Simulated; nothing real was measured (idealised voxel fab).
Presented below is a process module, voxel gate over fins.
Xsec cut, 200 nm wide, square cell size 5 nm.
Cross-section spec: square-cell grid; bands listed top down; each band is one or more rows.
Band: top height; bottom height; in nm. Then, left to right: material with width in nm, for each material. "full width": a single material spanning edge to edge. "empty": empty space.
Heads up on the height convention: 0 is the point under which the incoming wafer is all one material, and the lowest band has no bottom, it just keeps going down, like "0 nm and below".
Top row gets the first number, bottom row gets the second, and each row in between changes by the same step: that is how a band width like "30->40" works.
It should be understood that the words "no change", when stated for a given step, signify that the cross-section underwent no change in any of its cells during that step.
This entry, "Unvented cavities", enumerates those empty regions of no fewer than 8 cells that possess no open connection to the top. Each region is reported in the form width x height at distance, the distance being taken from the left edge, with all three quantities expressed in nm.
What comes after the settings on a step's line is commentary from the simulator itself on that step.
"overlay nm" on a masked step: distance the mask lay right of its planned place, negative for left.
-- Process steps foreseen in the plan
1,RECEIVE with material Si
2,CONFORMAL_DEP with material SiN, thk nm 10
3,PATTERN with tone cover, mask id FINS, material resist, width nm 15, pitch nm 35, thk nm 15, overlay nm 0
4,DIRECTIONAL_ETCH with etch materials SiN, depth nm 10
5,DIRECTIONAL_ETCH with etch materials Si, depth nm 40
6,STRIP with etch materials resist
7,OXIDIZE with depth nm 5
8,FILL_DEP with material SiO2, thk nm 5
9,CMP with height nm 10
10,SELECTIVE_ETCH with etch materials SiO2, depth nm 20
11,STRIP with etch materials SiN
12,CONFORMAL_DEP with material HfO2, thk nm 5
13,CONFORMAL_DEP with material TiN, thk nm 5
14,FILL_DEP with material W, thk nm 15
15,CMP with height nm 20
16,CONFORMAL_DEP with material SiCN, thk nm 10
-- Cross-section of the wafer upon arrival, representing the state reached after step 1
	0 nm and below: Si full width
	Unvented cavities: none
-- Same starting wafer, same plan as above, one mistake in the execution; this is the cross-section at the end of the module
	30 nm to 20 nm: SiCN full width
	20 nm to 10 nm: W full width
	10 nm to 5 nm: W 70 | HfO2 25 | W 10 | HfO2 25 | W 70
	5 nm to 0 nm: W 70 | HfO2 5 | TiN 15 | HfO2 5 | W 10 | HfO2 5 | TiN 15 | HfO2 5 | W 70
	0 nm to -5 nm: HfO2 75 | TiN 5 | Si 5 | TiN 5 | HfO2 20 | TiN 5 | Si 5 | TiN 5 | HfO2 75
	-5 nm to -10 nm: TiN 80 | Si 5 | TiN 30 | Si 5 | TiN 80
	-10 nm to -45 nm: SiO2 80 | Si 5 | SiO2 30 | Si 5 | SiO2 80
	-45 nm and below: Si full width
	Unvented cavities: none
Diagnosis: deviation from plan: step 13 and step 12 executed in one another's positions
